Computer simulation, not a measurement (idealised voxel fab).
Process module heading - voxel trench capacitor
Square cell edge 5 nm, section width 230 nm, ID cut.
How to read a cross-section here: the picture is a grid of square cells, written as bands going from the top down, and any band can span one or more rows of cells.
Read a band's entry like this: the first values are the height of its top and the height of its bottom in nm, and what follows is the sequence of materials from left to right, each with its width in nm. Note that "empty" is empty space, and that a single material marked "all across" reaches across the band from edge to edge.
Heads up on the height convention: 0 is the point under which the incoming wafer is all one material, and the lowest band has no bottom, it just keeps going down, like "top 0, no bottom".
A width given as "30->40" starts at the first number in the band's top row and ends at the second number in its bottom row, shifting by an equal amount at every step from row to row.
Key: "no change occurred" - step with no changed cell in the cross-section.
Entry "Cavities, closed". Content: empty spaces with no open connection to the top, size 8 cells or greater. Each: width x height at distance. Distance: from left edge. Unit: nm.
Anything after a step's settings on that line? It's the simulator's own note about the step.
Steps that use a mask can have "overlay nm" on their line. It says how far the mask sat to the right of where it was meant to be. Negative means to the left.

Intended process steps
1. RECEIVE (material Si)
2. CONFORMAL_DEP (material SiN; thk nm 5)
3. DIRECTIONAL_DEP (material aC; thk nm 15)
4. PATTERN (tone open; mask id TRENCH; material resist; width nm 20; pitch nm 40; thk nm 30; overlay nm 0)
5. DIRECTIONAL_ETCH (etch materials aC; depth nm 15)
6. STRIP (etch materials resist)
7. DIRECTIONAL_ETCH (etch materials SiN; depth nm 5)
8. DIRECTIONAL_ETCH (etch materials Si; depth nm 25)
9. STRIP (etch materials aC)
10. CONFORMAL_DEP (material SiO2; thk nm 5)
11. FILL_DEP (material polySi; thk nm 10)
12. CMP (height nm 5)

Cross-section, incoming material, after step 1
* top 0, no bottom  Si all across
* Cavities, closed: none

First of two wafers, end-of-module section, run followed plan
* top 5, bottom 0  SiN 85 nm | SiO2 5 nm | polySi 10 nm | SiO2 5 nm | SiN 20 nm | SiO2 5 nm | polySi 10 nm | SiO2 5 nm | SiN 85 nm
* top 0, bottom -20  Si 85 nm | SiO2 5 nm | polySi 10 nm | SiO2 5 nm | Si 20 nm | SiO2 5 nm | polySi 10 nm | SiO2 5 nm | Si 85 nm
* top -20, bottom -25  Si 85 nm | SiO2 20 nm | Si 20 nm | SiO2 20 nm | Si 85 nm
* top -25, no bottom  Si all across
* Cavities, closed: none

So this is wafer number two of the two, cut at the end of the module - it started where the first did and had the same plan, we just got one thing wrong running it
* top 5, bottom 0  SiN 75 nm | SiO2 5 nm | polySi 10 nm | SiO2 5 nm | SiN 20 nm | SiO2 5 nm | polySi 10 nm | SiO2 5 nm | SiN 95 nm
* top 0, bottom -20  Si 75 nm | SiO2 5 nm | polySi 10 nm | SiO2 5 nm | Si 20 nm | SiO2 5 nm | polySi 10 nm | SiO2 5 nm | Si 95 nm
* top -20, bottom -25  Si 75 nm | SiO2 20 nm | Si 20 nm | SiO2 20 nm | Si 95 nm
* top -25, no bottom  Si all across
* Cavities, closed: none
The mistake made against the process plan was this: for step 4, the planned setting was not used; the step was instead run as PATTERN (tone open; mask id TRENCH; material resist; width nm 20; pitch nm 40; thk nm 30; overlay nm -10)
The two final wafers agree on how many cells each material fills and disagree on which cells those are.
